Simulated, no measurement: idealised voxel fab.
process module | voxel capacitor over wiring
cross-section cut | 205 nm wide | cells 5 nm
A cross-section is a grid of square cells, given in bands from the top down. A band is one or more rows of cells.
Each band's line starts with the height of the band's top and of its bottom, in nm. Then come its materials from left to right, each with its width in nm. One material with "throughout" fills the band from edge to edge. "air" is empty space.
Height 0 is the level under which the wafer as received is all one material. The lowest band goes on downwards, as in "0 down".
A width such as "30 to 40" changes by the same amount from each row of cells to the next, from the band's top row to its bottom row.
"no change" after a step means that no cell of the cross-section changed.
closed voids: empty space of 8 cells or more with no open way to the top, each as width x height at its distance from the left edge, in nm
after a step's settings: what the simulator itself notes on the step
overlay nm, on a step with a mask: how far to the right of its planned place the mask lay; to the left if negative
plan
1 op RECEIVE | material Si
2 op CONFORMAL_DEP | material SiO2 | thk nm 15
3 op CONFORMAL_DEP | material SiCN | thk nm 5
4 op DIRECTIONAL_DEP | material lowk | thk nm 25
5 op PATTERN | tone open | mask id METAL_1 | material resist | width nm 30 | pitch nm 80 | thk nm 15 | overlay nm 0
6 op DIRECTIONAL_ETCH | etch materials lowk | depth nm 25
7 op DIRECTIONAL_ETCH | etch materials SiCN | depth nm 5
8 op STRIP | etch materials resist
9 op CONFORMAL_DEP | material TiN | thk nm 5
10 op FILL_DEP | material Cu | thk nm 10
11 op CMP | height nm 45
12 op CONFORMAL_DEP | material SiCN | thk nm 5
13 op DIRECTIONAL_DEP | material SiO2 | thk nm 15
14 op MASKED_ETCH | tone open | mask id PLUG_1 | width nm 15 | etch materials SiO2 | depth nm 15 | overlay nm 0
15 op MASKED_ETCH | tone open | mask id PLUG_1 | width nm 15 | etch materials SiCN | depth nm 5 | overlay nm 0
16 op EPI | material Ru | thk nm 10
17 op EPI | material Ru | thk nm 10
18 op DIRECTIONAL_DEP | material TiN | thk nm 5
19 op DIRECTIONAL_DEP | material SiN | thk nm 5
20 op DIRECTIONAL_DEP | material TiN | thk nm 10
21 op DIRECTIONAL_DEP | material aC | thk nm 10
22 op PATTERN | tone cover | mask id UPPER_PLATE | material resist | width nm 55 | thk nm 25 | overlay nm 0
23 op DIRECTIONAL_ETCH | etch materials aC | depth nm 10
24 op STRIP | etch materials resist
25 op DIRECTIONAL_ETCH | etch materials TiN | depth nm 10
26 op DIRECTIONAL_ETCH | etch materials SiN | depth nm 5
27 op STRIP | etch materials aC
28 op PATTERN | tone cover | mask id LOWER_PLATE | material resist | width nm 65 | thk nm 20 | overlay nm 0
29 op DIRECTIONAL_ETCH | etch materials TiN | depth nm 5
30 op STRIP | etch materials resist
31 op FILL_DEP | material SiO2 | thk nm 15
32 op CMP | height nm 95
33 op PATTERN | tone open | mask id PLUG_2 | material resist | width nm 15 | thk nm 15 | overlay nm 0
34 op DIRECTIONAL_ETCH | etch materials SiO2 | depth nm 10
35 op STRIP | etch materials resist
36 op CONFORMAL_DEP | material TiN | thk nm 5
37 op FILL_DEP | material Cu | thk nm 5
38 op CMP | height nm 95
39 op CONFORMAL_DEP | material SiN | thk nm 5
as received, after step 1
  0 down: Si throughout
  closed voids: none
first wafer at the end, as planned
  100 to 95: SiN throughout
  95 to 90: SiO2 70 | TiN 5 | Cu 5 | TiN 5 | SiO2 120
  90 to 85: SiO2 70 | TiN 15 | SiO2 120
  85 to 75: SiO2 60 | TiN 55 | SiO2 90
  75 to 70: SiO2 60 | SiN 55 | SiO2 90
  70 to 65: SiO2 55 | TiN 65 | SiO2 85
  65 to 50: SiO2 60 | Ru 15 | SiO2 130
  50 to 45: SiCN 60 | Ru 15 | SiCN 130
  45 to 20: lowk 45 | TiN 5 | Cu 20 | TiN 5 | lowk 50 | TiN 5 | Cu 20 | TiN 5 | lowk 50
  20 to 15: SiCN 45 | TiN 30 | SiCN 50 | TiN 30 | SiCN 50
  15 to 0: SiO2 throughout
  0 down: Si throughout
  closed voids: none
second wafer at the end: like start, like plan, one mistake
  100 to 95: SiN throughout
  95 to 90: SiO2 70 | TiN 5 | Cu 5 | TiN 5 | SiO2 120
  90 to 85: SiO2 70 | TiN 15 | SiO2 120
  85 to 75: SiO2 60 | TiN 15 | SiO2 130
  75 to 70: SiO2 60 | SiN 15 | SiO2 130
  70 to 60: SiO2 60 to 75 | TiN 55 to 40 | SiO2 90
  60 to 55: SiO2 75 | SiN 40 | SiO2 90
  55 to 50: SiO2 55 | TiN 5 | SiO2 15 | TiN 45 | SiO2 85
  50 to 45: SiCN throughout
  45 to 20: lowk 45 | TiN 5 | Cu 20 | TiN 5 | lowk 50 | TiN 5 | Cu 20 | TiN 5 | lowk 50
  20 to 15: SiCN 45 | TiN 30 | SiCN 50 | TiN 30 | SiCN 50
  15 to 0: SiO2 throughout
  0 down: Si throughout
  closed voids: none
what went wrong: step 14 ran as: op MASKED_ETCH | tone cover | mask id PLUG_1 | width nm 15 | etch materials SiO2 | depth nm 15 | overlay nm 0
at the end the second wafer has, in cells: 12 fewer of Ru | 3 more of SiCN | 9 more of SiO2
